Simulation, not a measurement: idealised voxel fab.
Process module heading - voxel transistor to metal
Displayed cross-section: cut, width of 150 nm, square cells sized 5 nm.
Think of the cross-section as a grid of square cells. We describe it in bands, top to bottom, and each band covers one or more rows of those cells.
Basically the band line says how high the top is and how high the bottom is, in nm, and then what's in it from left to right, every material with its width in nm. Empty space shows up as "empty", and if a single material carries "throughout" it runs the full band edge to edge.
A quick word on heights: they are counted from 0, and under that level the wafer as it came to us is one material throughout. The lowest band is different from the rest in having no bottom; it simply continues downward, written as in "0 and below".
Graded width ("30->40"): value in top row of band = first number; value in bottom row = second number; row-to-row change constant.
Any step labelled "stayed the same" changed none of the cells in the cross-section.
Under "Fully sealed cavities" you'll find the enclosed gaps, the ones with no way out to the top, that are 8 cells or bigger; each reads width x height at distance, with distance counted from the left edge, everything in nm.
Text after the settings on a step's line: the simulator's own remark on that step.
overlay nm: how far to the right of its planned place the mask lay on this masked step (negative: to the left).
Note on reading: below, each pair holds a cross-section from before one process step and one from after it; the one from after shows only down to the lowest band that changed. Beneath the pair, the step in between is stated along with its settings. The pairs can stem from different runs of this module on the same starting wafer. Where a pair's entry headed "Before processing" says so, and only there, that pair continues from the pair above it.
Before processing
    35 down to 30 = W throughout
    30 down to 25 = 40 of W  25 of TiN  15 of W  25 of TiN  45 of W
    25 down to 20 = 45 of TiN  15 of HfO2  25 of TiN  15 of HfO2  50 of TiN
    20 down to 15 = 50 of HfO2  5 of SiN  35 of HfO2  5 of SiN  55 of HfO2
    15 down to 5 = 15 of SiO2  115 of SiN  20 of SiO2
    5 down to 0 = SiO2 throughout
    0 down to -20 = 15 of SiO2  115 of Si  20 of SiO2
    -20 and below = Si throughout
    Fully sealed cavities: none
Post-Process Section
    15 down to 5 = 15 of SiO2  115 of SiN  20 of SiO2
    Anything lower than 5 is untouched.
    Fully sealed cavities: none
The process step separating the two cross-sections depicted above is as follows: CMP (height nm 15)
Before processing: this step begins from the cross-section that the pair just above shows after its step.
Post-Process Section
    25 down to 15 = SiO2 throughout
    Anything lower than 15 is untouched.
    Fully sealed cavities: none
The process step separating the two cross-sections depicted above is as follows: DIRECTIONAL_DEP (material SiO2; thk nm 10)
Before processing: this step begins from the cross-section that the pair just above shows after its step.
Post-Process Section
    45 down to 25 = 20 of resist  15 of empty  75 of resist  15 of empty  25 of resist
    Anything lower than 25 is untouched.
    Fully sealed cavities: none
The process step separating the two cross-sections depicted above is as follows: PATTERN (tone open; mask id CONTACT; material resist; width nm 15; pitch nm 90; thk nm 20; overlay nm 0)
Before processing: this step begins from the cross-section that the pair just above shows after its step.
Post-Process Section
    45 down to 25 = 20 of resist  15 of empty  75 of resist  15 of empty  25 of resist
    25 down to 15 = 20 of SiO2  15 of empty  75 of SiO2  15 of empty  25 of SiO2
    Anything lower than 15 is untouched.
    Fully sealed cavities: none
The process step separating the two cross-sections depicted above is as follows: DIRECTIONAL_ETCH (etch materials SiO2; depth nm 25)
Before processing: this step begins from the cross-section that the pair just above shows after its step.
Post-Process Section
    25 down to 15 = 20 of SiO2  15 of empty  75 of SiO2  15 of empty  25 of SiO2
    Anything lower than 15 is untouched.
    Fully sealed cavities: none
The process step separating the two cross-sections depicted above is as follows: STRIP (etch materials resist)
Before processing: this step begins from the cross-section that the pair just above shows after its step.
Post-Process Section
    30 down to 25 = 25 of TiN  5 of empty  85 of TiN  5 of empty  30 of TiN
    25 down to 20 = 20 of SiO2  5 of TiN  5 of empty  5 of TiN  75 of SiO2  5 of TiN  5 of empty  5 of TiN  25 of SiO2
    20 down to 15 = 20 of SiO2  15 of TiN  75 of SiO2  15 of TiN  25 of SiO2
    Anything lower than 15 is untouched.
    Fully sealed cavities: none
The process step separating the two cross-sections depicted above is as follows: CONFORMAL_DEP (material TiN; thk nm 5)
Before processing: this step begins from the cross-section that the pair just above shows after its step.
Post-Process Section
    35 down to 30 = W throughout
    30 down to 25 = 25 of TiN  5 of W  85 of TiN  5 of W  30 of TiN
    25 down to 20 = 20 of SiO2  5 of TiN  5 of W  5 of TiN  75 of SiO2  5 of TiN  5 of W  5 of TiN  25 of SiO2
    Anything lower than 20 is untouched.
    Fully sealed cavities: none
The process step separating the two cross-sections depicted above is as follows: FILL_DEP (material W; thk nm 5)
Before processing: this step begins from the cross-section that the pair just above shows after its step.
Post-Process Section
    25 down to 20 = 20 of SiO2  5 of TiN  5 of W  5 of TiN  75 of SiO2  5 of TiN  5 of W  5 of TiN  25 of SiO2
    Anything lower than 20 is untouched.
    Fully sealed cavities: none
The process step separating the two cross-sections depicted above is as follows: CMP (height nm 25)
Before processing: this step begins from the cross-section that the pair just above shows after its step.
Post-Process Section
    30 down to 25 = SiCN throughout
    Anything lower than 25 is untouched.
    Fully sealed cavities: none
The process step separating the two cross-sections depicted above is as follows: CONFORMAL_DEP (material SiCN; thk nm 5)
Before processing: this step begins from the cross-section that the pair just above shows after its step.
Post-Process Section
    50 down to 30 = lowk throughout
    Anything lower than 30 is untouched.
    Fully sealed cavities: none
The process step separating the two cross-sections depicted above is as follows: DIRECTIONAL_DEP (material lowk; thk nm 20)
Before processing: this step begins from the cross-section that the pair just above shows after its step.
Post-Process Section
    65 down to 50 = 20 of resist  15 of empty  75 of resist  15 of empty  25 of resist
    Anything lower than 50 is untouched.
    Fully sealed cavities: none
The process step separating the two cross-sections depicted above is as follows: PATTERN (tone open; mask id METAL_1; material resist; width nm 15; pitch nm 90; thk nm 15; overlay nm 0)
Before processing: this step begins from the cross-section that the pair just above shows after its step.
Post-Process Section
    65 down to 50 = 20 of resist  15 of empty  75 of resist  15 of empty  25 of resist
    50 down to 30 = 20 of lowk  15 of empty  75 of lowk  15 of empty  25 of lowk
    Anything lower than 30 is untouched.
    Fully sealed cavities: none
The process step separating the two cross-sections depicted above is as follows: DIRECTIONAL_ETCH (etch materials lowk; depth nm 20)
Before processing: this step begins from the cross-section that the pair just above shows after its step.
Post-Process Section
    65 down to 50 = 20 of resist  15 of empty  75 of resist  15 of empty  25 of resist
    50 down to 30 = 20 of lowk  15 of empty  75 of lowk  15 of empty  25 of lowk
    30 down to 25 = 20 of SiCN  15 of empty  75 of SiCN  15 of empty  25 of SiCN
    Anything lower than 25 is untouched.
    Fully sealed cavities: none
The process step separating the two cross-sections depicted above is as follows: DIRECTIONAL_ETCH (etch materials SiCN; depth nm 5)
Before processing: this step begins from the cross-section that the pair just above shows after its step.
Post-Process Section
    50 down to 30 = 20 of lowk  15 of empty  75 of lowk  15 of empty  25 of lowk
    Anything lower than 30 is untouched.
    Fully sealed cavities: none
The process step separating the two cross-sections depicted above is as follows: STRIP (etch materials resist)
Before processing: this step begins from the cross-section that the pair just above shows after its step.
Post-Process Section
    55 down to 50 = 25 of TiN  5 of empty  85 of TiN  5 of empty  30 of TiN
    50 down to 30 = 20 of lowk  5 of TiN  5 of empty  5 of TiN  75 of lowk  5 of TiN  5 of empty  5 of TiN  25 of lowk
    30 down to 25 = 20 of SiCN  15 of TiN  75 of SiCN  15 of TiN  25 of SiCN
    Anything lower than 25 is untouched.
    Fully sealed cavities: none
The process step separating the two cross-sections depicted above is as follows: CONFORMAL_DEP (material TiN; thk nm 5)
Before processing: this step begins from the cross-section that the pair just above shows after its step.
Post-Process Section
    60 down to 55 = Ru throughout
    55 down to 50 = 25 of TiN  5 of Ru  85 of TiN  5 of Ru  30 of TiN
    50 down to 30 = 20 of lowk  5 of TiN  5 of Ru  5 of TiN  75 of lowk  5 of TiN  5 of Ru  5 of TiN  25 of lowk
    Anything lower than 30 is untouched.
    Fully sealed cavities: none
The process step separating the two cross-sections depicted above is as follows: FILL_DEP (material Ru; thk nm 5)
Before processing: this step begins from the cross-section that the pair just above shows after its step.
Post-Process Section
    50 down to 30 = 20 of lowk  5 of TiN  5 of Ru  5 of TiN  75 of lowk  5 of TiN  5 of Ru  5 of TiN  25 of lowk
    Anything lower than 30 is untouched.
    Fully sealed cavities: none
The process step separating the two cross-sections depicted above is as follows: CMP (height nm 50)
Before processing: this step begins from the cross-section that the pair just above shows after its step.
Post-Process Section
    55 down to 50 = 15 of empty  25 of Ru  65 of empty  25 of Ru  20 of empty
    Anything lower than 50 is untouched.
    Fully sealed cavities: none
The process step separating the two cross-sections depicted above is as follows: EPI (material Ru; thk nm 5)
Before processing: this step begins from the cross-section that the pair just above shows after its step.
Post-Process Section
    60 down to 55 = SiCN throughout
    55 down to 50 = 15 of SiCN  25 of Ru  65 of SiCN  25 of Ru  20 of SiCN
    Anything lower than 50 is untouched.
    Fully sealed cavities: none
The process step separating the two cross-sections depicted above is as follows: FILL_DEP (material SiCN; thk nm 5)
Before processing
    30 down to 15 = 15 of empty  115 of resist  20 of empty
    15 down to 5 = 15 of empty  115 of SiN  20 of empty
    5 down to 0 = 15 of empty  115 of SiO2  20 of empty
    0 down to -20 = 15 of empty  115 of Si  20 of empty
    -20 and below = Si throughout
    Fully sealed cavities: none
Post-Process Section
    30 down to 15 = 15 of empty  115 of resist  20 of empty
    15 down to 5 = 15 of empty  115 of SiN  20 of empty
    5 down to 0 = 15 of empty  115 of SiO2  20 of empty
    0 down to -40 = 15 of empty  115 of Si  20 of empty
    Anything lower than -40 is untouched.
    Fully sealed cavities: none
The process step separating the two cross-sections depicted above is as follows: DIRECTIONAL_ETCH (etch materials Si; depth nm 20)
Before processing: this step begins from the cross-section that the pair just above shows after its step.
Post-Process Section
    15 down to 5 = 15 of empty  115 of SiN  20 of empty
    Anything lower than 5 is untouched.
    Fully sealed cavities: none
The process step separating the two cross-sections depicted above is as follows: STRIP (etch materials resist)
Before processing: this step begins from the cross-section that the pair just above shows after its step.
Post-Process Section
    30 down to 15 = SiO2 throughout
    15 down to 5 = 15 of SiO2  115 of SiN  20 of SiO2
    5 down to 0 = SiO2 throughout
    0 down to -40 = 15 of SiO2  115 of Si  20 of SiO2
    Anything lower than -40 is untouched.
    Fully sealed cavities: none
The process step separating the two cross-sections depicted above is as follows: FILL_DEP (material SiO2; thk nm 15)
Before processing: this step begins from the cross-section that the pair just above shows after its step.
Post-Process Section
    15 down to 5 = 15 of SiO2  115 of SiN  20 of SiO2
    Anything lower than 5 is untouched.
    Fully sealed cavities: none
The process step separating the two cross-sections depicted above is as follows: CMP (height nm 15)
Before processing: this step begins from the cross-section that the pair just above shows after its step.
Post-Process Section
    15 down to 5 = 15 of empty  115 of SiN  20 of empty
    Anything lower than 5 is untouched.
    Fully sealed cavities: none
The process step separating the two cross-sections depicted above is as follows: SELECTIVE_ETCH (etch materials SiO2; depth nm 10)
Before processing: this step begins from the cross-section that the pair just above shows after its step.
Post-Process Section
    5 down to 0 = SiO2 throughout
    Anything lower than 0 is untouched.
    Fully sealed cavities: none
The process step separating the two cross-sections depicted above is as follows: STRIP (etch materials SiN)
Before processing: this step begins from the cross-section that the pair just above shows after its step.
Post-Process Section
    0 down to -40 = 15 of SiO2  115 of Si  20 of SiO2
    Anything lower than -40 is untouched.
    Fully sealed cavities: none
The process step separating the two cross-sections depicted above is as follows: SELECTIVE_ETCH (etch materials SiO2; depth nm 5)
Before processing: this step begins from the cross-section that the pair just above shows after its step.
Post-Process Section
    0 down to -5 = SiO2 throughout
    Anything lower than -5 is untouched.
    Fully sealed cavities: none
The process step separating the two cross-sections depicted above is as follows: OXIDIZE (depth nm 5)
Before processing: this step begins from the cross-section that the pair just above shows after its step.
Post-Process Section
    20 down to 0 = polySi throughout
    Anything lower than 0 is untouched.
    Fully sealed cavities: none
The process step separating the two cross-sections depicted above is as follows: DIRECTIONAL_DEP (material polySi; thk nm 20)
Before processing: this step begins from the cross-section that the pair just above shows after its step.
Post-Process Section
    30 down to 20 = SiCN throughout
    Anything lower than 20 is untouched.
    Fully sealed cavities: none
The process step separating the two cross-sections depicted above is as follows: DIRECTIONAL_DEP (material SiCN; thk nm 10)
Before processing: this step begins from the cross-section that the pair just above shows after its step.
Post-Process Section
    40 down to 30 = aC throughout
    Anything lower than 30 is untouched.
    Fully sealed cavities: none
The process step separating the two cross-sections depicted above is as follows: DIRECTIONAL_DEP (material aC; thk nm 10)
Before processing: this step begins from the cross-section that the pair just above shows after its step.
Post-Process Section
    70 down to 40 = 55 of empty  35 of resist  60 of empty
    Anything lower than 40 is untouched.
    Fully sealed cavities: none
The process step separating the two cross-sections depicted above is as follows: PATTERN (tone cover; mask id GATE; material resist; width nm 35; thk nm 30; overlay nm 0)
Before processing: this step begins from the cross-section that the pair just above shows after its step.
Post-Process Section
    60 down to 40 = 55 of empty  35 of resist  60 of empty
    40 down to 30 = 55 of empty  35 of aC  60 of empty
    Anything lower than 30 is untouched.
    Fully sealed cavities: none
The process step separating the two cross-sections depicted above is as follows: DIRECTIONAL_ETCH (etch materials aC; depth nm 10)
Before processing: this step begins from the cross-section that the pair just above shows after its step.
Post-Process Section
    40 down to 30 = 55 of empty  35 of aC  60 of empty
    Anything lower than 30 is untouched.
    Fully sealed cavities: none
The process step separating the two cross-sections depicted above is as follows: STRIP (etch materials resist)
Before processing: this step begins from the cross-section that the pair just above shows after its step.
Post-Process Section
    40 down to 30 = 55 of empty  35 of aC  60 of empty
    30 down to 20 = 55 of empty  35 of SiCN  60 of empty
    Anything lower than 20 is untouched.
    Fully sealed cavities: none
The process step separating the two cross-sections depicted above is as follows: DIRECTIONAL_ETCH (etch materials SiCN; depth nm 20)
Before processing: this step begins from the cross-section that the pair just above shows after its step.
Post-Process Section
    40 down to 30 = 55 of empty  35 of aC  60 of empty
    30 down to 20 = 55 of empty  35 of SiCN  60 of empty
    20 down to 0 = 55 of empty  35 of polySi  60 of empty
    Anything lower than 0 is untouched.
    Fully sealed cavities: none
The process step separating the two cross-sections depicted above is as follows: DIRECTIONAL_ETCH (etch materials polySi; depth nm 30)
Before processing: this step begins from the cross-section that the pair just above shows after its step.
Post-Process Section
    30 down to 20 = 55 of empty  35 of SiCN  60 of empty
    Anything lower than 20 is untouched.
    Fully sealed cavities: none
The process step separating the two cross-sections depicted above is as follows: STRIP (etch materials aC)
Before processing: this step begins from the cross-section that the pair just above shows after its step.
Post-Process Section
    35 down to 30 = 50 of empty  45 of SiN  55 of empty
    30 down to 20 = 50 of empty  5 of SiN  35 of SiCN  5 of SiN  55 of empty
    20 down to 5 = 50 of empty  5 of SiN  35 of polySi  5 of SiN  55 of empty
    5 down to 0 = 55 of SiN  35 of polySi  60 of SiN
    Anything lower than 0 is untouched.
    Fully sealed cavities: none
The process step separating the two cross-sections depicted above is as follows: CONFORMAL_DEP (material SiN; thk nm 5)
Before processing: this step begins from the cross-section that the pair just above shows after its step.
Post-Process Section
    30 down to 20 = 50 of empty  5 of SiN  35 of SiCN  5 of SiN  55 of empty
    20 down to 0 = 50 of empty  5 of SiN  35 of polySi  5 of SiN  55 of empty
    Anything lower than 0 is untouched.
    Fully sealed cavities: none
The process step separating the two cross-sections depicted above is as follows: DIRECTIONAL_ETCH (etch materials SiN; depth nm 5)
Before processing: this step begins from the cross-section that the pair just above shows after its step.
Post-Process Section
    30 down to 20 = 50 of empty  5 of SiN  35 of SiCN  5 of SiN  55 of empty
    20 down to 0 = 50 of empty  5 of SiN  35 of polySi  5 of SiN  55 of empty
    0 down to -5 = 50 of empty  45 of SiO2  55 of empty
    Anything lower than -5 is untouched.
    Fully sealed cavities: none
The process step separating the two cross-sections depicted above is as follows: DIRECTIONAL_ETCH (etch materials SiO2; depth nm 5)
Before processing: this step begins from the cross-section that the pair just above shows after its step.
Post-Process Section
    30 down to 20 = 50 of empty  5 of SiN  35 of SiCN  5 of SiN  55 of empty
    20 down to 0 = 50 of empty  5 of SiN  35 of polySi  5 of SiN  55 of empty
    0 down to -5 = 50 of empty  45 of SiO2  55 of empty
    -5 down to -10 = 15 of SiO2  35 of empty  45 of Si  35 of empty  20 of SiO2
    Anything lower than -10 is untouched.
    Fully sealed cavities: none
The process step separating the two cross-sections depicted above is as follows: DIRECTIONAL_ETCH (etch materials Si; depth nm 5)
Before processing: this step begins from the cross-section that the pair just above shows after its step.
Post-Process Section
    30 down to 20 = 50 of empty  5 of SiN  35 of SiCN  5 of SiN  55 of empty
    20 down to 5 = 50 of empty  5 of SiN  35 of polySi  5 of SiN  55 of empty
    5 down to 0 = 40 of empty  10 of SiGe  5 of SiN  35 of polySi  5 of SiN  10 of SiGe  45 of empty
    0 down to -5 = 10 of empty  40 of SiGe  45 of SiO2  40 of SiGe  15 of empty
    -5 down to -10 = 15 of SiO2  35 of SiGe  45 of Si  35 of SiGe  20 of SiO2
    Anything lower than -10 is untouched.
    Fully sealed cavities: none
The process step separating the two cross-sections depicted above is as follows: EPI (material SiGe; thk nm 10)
Before processing: this step begins from the cross-section that the pair just above shows after its step.
Post-Process Section
    40 down to 30 = SiO2 throughout
    30 down to 20 = 50 of SiO2  5 of SiN  35 of SiCN  5 of SiN  55 of SiO2
    20 down to 5 = 50 of SiO2  5 of SiN  35 of polySi  5 of SiN  55 of SiO2
    5 down to 0 = 40 of SiO2  10 of SiGe  5 of SiN  35 of polySi  5 of SiN  10 of SiGe  45 of SiO2
    0 down to -5 = 10 of SiO2  40 of SiGe  45 of SiO2  40 of SiGe  15 of SiO2
    Anything lower than -5 is untouched.
    Fully sealed cavities: none
The process step separating the two cross-sections depicted above is as follows: FILL_DEP (material SiO2; thk nm 10)
Before processing: this step begins from the cross-section that the pair just above shows after its step.
Post-Process Section
    20 down to 5 = 50 of SiO2  5 of SiN  35 of polySi  5 of SiN  55 of SiO2
    Anything lower than 5 is untouched.
    Fully sealed cavities: none
The process step separating the two cross-sections depicted above is as follows: CMP (height nm 20)
Before processing: this step begins from the cross-section that the pair just above shows after its step.
Post-Process Section
    20 down to 5 = 50 of SiO2  5 of SiN  35 of empty  5 of SiN  55 of SiO2
    5 down to 0 = 40 of SiO2  10 of SiGe  5 of SiN  35 of empty  5 of SiN  10 of SiGe  45 of SiO2
    Anything lower than 0 is untouched.
    Fully sealed cavities: none
The process step separating the two cross-sections depicted above is as follows: STRIP (etch materials polySi)
Before processing: this step begins from the cross-section that the pair just above shows after its step.
Post-Process Section
    20 down to 15 = 50 of empty  5 of SiN  35 of empty  5 of SiN  55 of empty
    15 down to 5 = 50 of SiO2  5 of SiN  35 of empty  5 of SiN  55 of SiO2
    5 down to 0 = 40 of SiO2  10 of SiGe  5 of SiN  35 of empty  5 of SiN  10 of SiGe  45 of SiO2
    0 down to -5 = 10 of SiO2  40 of SiGe  45 of empty  40 of SiGe  15 of SiO2
    Anything lower than -5 is untouched.
    Fully sealed cavities: none
The process step separating the two cross-sections depicted above is as follows: SELECTIVE_ETCH (etch materials SiO2; depth nm 5)
Before processing: this step begins from the cross-section that the pair just above shows after its step.
Post-Process Section
    25 down to 20 = 45 of empty  15 of HfO2  25 of empty  15 of HfO2  50 of empty
    20 down to 15 = 50 of HfO2  5 of SiN  5 of HfO2  25 of empty  5 of HfO2  5 of SiN  55 of HfO2
    15 down to 5 = 50 of SiO2  5 of SiN  5 of HfO2  25 of empty  5 of HfO2  5 of SiN  55 of SiO2
    5 down to 0 = 40 of SiO2  10 of SiGe  5 of SiN  5 of HfO2  25 of empty  5 of HfO2  5 of SiN  10 of SiGe  45 of SiO2
    0 down to -5 = 10 of SiO2  40 of SiGe  45 of HfO2  40 of SiGe  15 of SiO2
    Anything lower than -5 is untouched.
    Fully sealed cavities: none
The process step separating the two cross-sections depicted above is as follows: CONFORMAL_DEP (material HfO2; thk nm 5)
Before processing: this step begins from the cross-section that the pair just above shows after its step.
Post-Process Section
    30 down to 25 = 40 of empty  25 of TiN  15 of empty  25 of TiN  45 of empty
    25 down to 20 = 45 of TiN  15 of HfO2  5 of TiN  15 of empty  5 of TiN  15 of HfO2  50 of TiN
    20 down to 15 = 50 of HfO2  5 of SiN  5 of HfO2  5 of TiN  15 of empty  5 of TiN  5 of HfO2  5 of SiN  55 of HfO2
    15 down to 5 = 50 of SiO2  5 of SiN  5 of HfO2  5 of TiN  15 of empty  5 of TiN  5 of HfO2  5 of SiN  55 of SiO2
    5 down to 0 = 40 of SiO2  10 of SiGe  5 of SiN  5 of HfO2  25 of TiN  5 of HfO2  5 of SiN  10 of SiGe  45 of SiO2
    Anything lower than 0 is untouched.
    Fully sealed cavities: none
The process step separating the two cross-sections depicted above is as follows: CONFORMAL_DEP (material TiN; thk nm 5)
Before processing: this step begins from the cross-section that the pair just above shows after its step.
Post-Process Section
    35 down to 30 = W throughout
    30 down to 25 = 40 of W  25 of TiN  15 of W  25 of TiN  45 of W
    25 down to 20 = 45 of TiN  15 of HfO2  5 of TiN  15 of W  5 of TiN  15 of HfO2  50 of TiN
    20 down to 15 = 50 of HfO2  5 of SiN  5 of HfO2  5 of TiN  15 of W  5 of TiN  5 of HfO2  5 of SiN  55 of HfO2
    15 down to 5 = 50 of SiO2  5 of SiN  5 of HfO2  5 of TiN  15 of W  5 of TiN  5 of HfO2  5 of SiN  55 of SiO2
    Anything lower than 5 is untouched.
    Fully sealed cavities: none
The process step separating the two cross-sections depicted above is as follows: FILL_DEP (material W; thk nm 5)
Before processing: this step begins from the cross-section that the pair just above shows after its step.
Post-Process Section
    15 down to 5 = 50 of SiO2  5 of SiN  5 of HfO2  5 of TiN  15 of W  5 of TiN  5 of HfO2  5 of SiN  55 of SiO2
    Anything lower than 5 is untouched.
    Fully sealed cavities: none
The process step separating the two cross-sections depicted above is as follows: CMP (height nm 15)
Before processing: this step begins from the cross-section that the pair just above shows after its step.
Post-Process Section
    25 down to 15 = SiO2 throughout
    Anything lower than 15 is untouched.
    Fully sealed cavities: none
The process step separating the two cross-sections depicted above is as follows: DIRECTIONAL_DEP (material SiO2; thk nm 10)
Before processing: this step begins from the cross-section that the pair just above shows after its step.
Post-Process Section
    45 down to 25 = 20 of resist  15 of empty  75 of resist  15 of empty  25 of resist
    Anything lower than 25 is untouched.
    Fully sealed cavities: none
The process step separating the two cross-sections depicted above is as follows: PATTERN (tone open; mask id CONTACT; material resist; width nm 15; pitch nm 90; thk nm 20; overlay nm 0)
Before processing: this step begins from the cross-section that the pair just above shows after its step.
Post-Process Section
    45 down to 25 = 20 of resist  15 of empty  75 of resist  15 of empty  25 of resist
    25 down to 15 = 20 of SiO2  15 of empty  75 of SiO2  15 of empty  25 of SiO2
    15 down to 5 = 20 of SiO2  15 of empty  15 of SiO2  5 of SiN  5 of HfO2  5 of TiN  15 of W  5 of TiN  5 of HfO2  5 of SiN  15 of SiO2  15 of empty  25 of SiO2
    5 down to 0 = 20 of SiO2  15 of empty  5 of SiO2  10 of SiGe  5 of SiN  5 of HfO2  25 of TiN  5 of HfO2  5 of SiN  10 of SiGe  5 of SiO2  15 of empty  25 of SiO2
    Anything lower than 0 is untouched.
    Fully sealed cavities: none
The process step separating the two cross-sections depicted above is as follows: DIRECTIONAL_ETCH (etch materials SiO2; depth nm 25)
Before processing: this step begins from the cross-section that the pair just above shows after its step.
Post-Process Section
    25 down to 15 = 20 of SiO2  15 of empty  75 of SiO2  15 of empty  25 of SiO2
    Anything lower than 15 is untouched.
    Fully sealed cavities: none
The process step separating the two cross-sections depicted above is as follows: STRIP (etch materials resist)
Before processing: this step begins from the cross-section that the pair just above shows after its step.
Post-Process Section
    30 down to 25 = 25 of TiN  5 of empty  85 of TiN  5 of empty  30 of TiN
    25 down to 15 = 20 of SiO2  5 of TiN  5 of empty  5 of TiN  75 of SiO2  5 of TiN  5 of empty  5 of TiN  25 of SiO2
    15 down to 5 = 20 of SiO2  5 of TiN  5 of empty  5 of TiN  15 of SiO2  5 of SiN  5 of HfO2  5 of TiN  15 of W  5 of TiN  5 of HfO2  5 of SiN  15 of SiO2  5 of TiN  5 of empty  5 of TiN  25 of SiO2
    5 down to 0 = 20 of SiO2  15 of TiN  5 of SiO2  10 of SiGe  5 of SiN  5 of HfO2  25 of TiN  5 of HfO2  5 of SiN  10 of SiGe  5 of SiO2  15 of TiN  25 of SiO2
    Anything lower than 0 is untouched.
    Fully sealed cavities: none
The process step separating the two cross-sections depicted above is as follows: CONFORMAL_DEP (material TiN; thk nm 5)
Before processing: this step begins from the cross-section that the pair just above shows after its step.
Post-Process Section
    35 down to 30 = W throughout
    30 down to 25 = 25 of TiN  5 of W  85 of TiN  5 of W  30 of TiN
    25 down to 15 = 20 of SiO2  5 of TiN  5 of W  5 of TiN  75 of SiO2  5 of TiN  5 of W  5 of TiN  25 of SiO2
    15 down to 5 = 20 of SiO2  5 of TiN  5 of W  5 of TiN  15 of SiO2  5 of SiN  5 of HfO2  5 of TiN  15 of W  5 of TiN  5 of HfO2  5 of SiN  15 of SiO2  5 of TiN  5 of W  5 of TiN  25 of SiO2
    Anything lower than 5 is untouched.
    Fully sealed cavities: none
The process step separating the two cross-sections depicted above is as follows: FILL_DEP (material W; thk nm 5)
Before processing: this step begins from the cross-section that the pair just above shows after its step.
Post-Process Section
    25 down to 15 = 20 of SiO2  5 of TiN  5 of W  5 of TiN  75 of SiO2  5 of TiN  5 of W  5 of TiN  25 of SiO2
    Anything lower than 15 is untouched.
    Fully sealed cavities: none
The process step separating the two cross-sections depicted above is as follows: CMP (height nm 25)
Before processing: this step begins from the cross-section that the pair just above shows after its step.
Post-Process Section
    30 down to 25 = SiCN throughout
    Anything lower than 25 is untouched.
    Fully sealed cavities: none
The process step separating the two cross-sections depicted above is as follows: CONFORMAL_DEP (material SiCN; thk nm 5)
Before processing: this step begins from the cross-section that the pair just above shows after its step.
Post-Process Section
    50 down to 30 = lowk throughout
    Anything lower than 30 is untouched.
    Fully sealed cavities: none
The process step separating the two cross-sections depicted above is as follows: DIRECTIONAL_DEP (material lowk; thk nm 20)
Before processing: this step begins from the cross-section that the pair just above shows after its step.
Post-Process Section
    65 down to 50 = 20 of resist  15 of empty  75 of resist  15 of empty  25 of resist
    Anything lower than 50 is untouched.
    Fully sealed cavities: none
The process step separating the two cross-sections depicted above is as follows: PATTERN (tone open; mask id METAL_1; material resist; width nm 15; pitch nm 90; thk nm 15; overlay nm 0)
Before processing: this step begins from the cross-section that the pair just above shows after its step.
Post-Process Section
    65 down to 50 = 20 of resist  15 of empty  75 of resist  15 of empty  25 of resist
    50 down to 30 = 20 of lowk  15 of empty  75 of lowk  15 of empty  25 of lowk
    Anything lower than 30 is untouched.
    Fully sealed cavities: none
The process step separating the two cross-sections depicted above is as follows: DIRECTIONAL_ETCH (etch materials lowk; depth nm 20)
Before processing: this step begins from the cross-section that the pair just above shows after its step.
Post-Process Section
    65 down to 50 = 20 of resist  15 of empty  75 of resist  15 of empty  25 of resist
    50 down to 30 = 20 of lowk  15 of empty  75 of lowk  15 of empty  25 of lowk
    30 down to 25 = 20 of SiCN  15 of empty  75 of SiCN  15 of empty  25 of SiCN
    Anything lower than 25 is untouched.
    Fully sealed cavities: none
The process step separating the two cross-sections depicted above is as follows: DIRECTIONAL_ETCH (etch materials SiCN; depth nm 5)
Before processing: this step begins from the cross-section that the pair just above shows after its step.
Post-Process Section
    50 down to 30 = 20 of lowk  15 of empty  75 of lowk  15 of empty  25 of lowk
    Anything lower than 30 is untouched.
    Fully sealed cavities: none
The process step separating the two cross-sections depicted above is as follows: STRIP (etch materials resist)
Before processing: this step begins from the cross-section that the pair just above shows after its step.
Post-Process Section
    55 down to 50 = 25 of TiN  5 of empty  85 of TiN  5 of empty  30 of TiN
    50 down to 30 = 20 of lowk  5 of TiN  5 of empty  5 of TiN  75 of lowk  5 of TiN  5 of empty  5 of TiN  25 of lowk
    30 down to 25 = 20 of SiCN  15 of TiN  75 of SiCN  15 of TiN  25 of SiCN
    Anything lower than 25 is untouched.
    Fully sealed cavities: none
The process step separating the two cross-sections depicted above is as follows: CONFORMAL_DEP (material TiN; thk nm 5)
Before processing: this step begins from the cross-section that the pair just above shows after its step.
Post-Process Section
    60 down to 55 = Ru throughout
    55 down to 50 = 25 of TiN  5 of Ru  85 of TiN  5 of Ru  30 of TiN
    50 down to 30 = 20 of lowk  5 of TiN  5 of Ru  5 of TiN  75 of lowk  5 of TiN  5 of Ru  5 of TiN  25 of lowk
    Anything lower than 30 is untouched.
    Fully sealed cavities: none
The process step separating the two cross-sections depicted above is as follows: FILL_DEP (material Ru; thk nm 5)
Before processing: this step begins from the cross-section that the pair just above shows after its step.
Post-Process Section
    50 down to 30 = 20 of lowk  5 of TiN  5 of Ru  5 of TiN  75 of lowk  5 of TiN  5 of Ru  5 of TiN  25 of lowk
    Anything lower than 30 is untouched.
    Fully sealed cavities: none
The process step separating the two cross-sections depicted above is as follows: CMP (height nm 50)
Before processing: this step begins from the cross-section that the pair just above shows after its step.
Post-Process Section
    55 down to 50 = 15 of empty  25 of Ru  65 of empty  25 of Ru  20 of empty
    Anything lower than 50 is untouched.
    Fully sealed cavities: none
The process step separating the two cross-sections depicted above is as follows: EPI (material Ru; thk nm 5)
Before processing: this step begins from the cross-section that the pair just above shows after its step.
Post-Process Section
    60 down to 55 = SiCN throughout
    55 down to 50 = 15 of SiCN  25 of Ru  65 of SiCN  25 of Ru  20 of SiCN
    Anything lower than 50 is untouched.
    Fully sealed cavities: none
The process step separating the two cross-sections depicted above is as follows: FILL_DEP (material SiCN; thk nm 5)
Before processing
    25 down to 15 = 20 of SiO2  5 of TiN  5 of W  5 of TiN  75 of SiO2  5 of TiN  5 of W  5 of TiN  25 of SiO2
    15 down to 5 = 20 of SiO2  5 of TiN  5 of W  5 of TiN  15 of SiO2  5 of SiN  5 of HfO2  5 of TiN  15 of W  5 of TiN  5 of HfO2  5 of SiN  15 of SiO2  5 of TiN  5 of W  5 of TiN  25 of SiO2
    5 down to 0 = 20 of SiO2  15 of TiN  5 of SiO2  10 of SiGe  5 of SiN  5 of HfO2  25 of TiN  5 of HfO2  5 of SiN  10 of SiGe  5 of SiO2  15 of TiN  25 of SiO2
    0 down to -5 = 10 of SiO2  40 of SiGe  45 of HfO2  40 of SiGe  15 of SiO2
    -5 down to -10 = 15 of SiO2  35 of SiGe  45 of Si  35 of SiGe  20 of SiO2
    -10 down to -20 = 15 of SiO2  115 of Si  20 of SiO2
    -20 and below = Si throughout
    Fully sealed cavities: none
Post-Process Section
    45 down to 25 = lowk throughout
    Anything lower than 25 is untouched.
    Fully sealed cavities: none
The process step separating the two cross-sections depicted above is as follows: DIRECTIONAL_DEP (material lowk; thk nm 20)
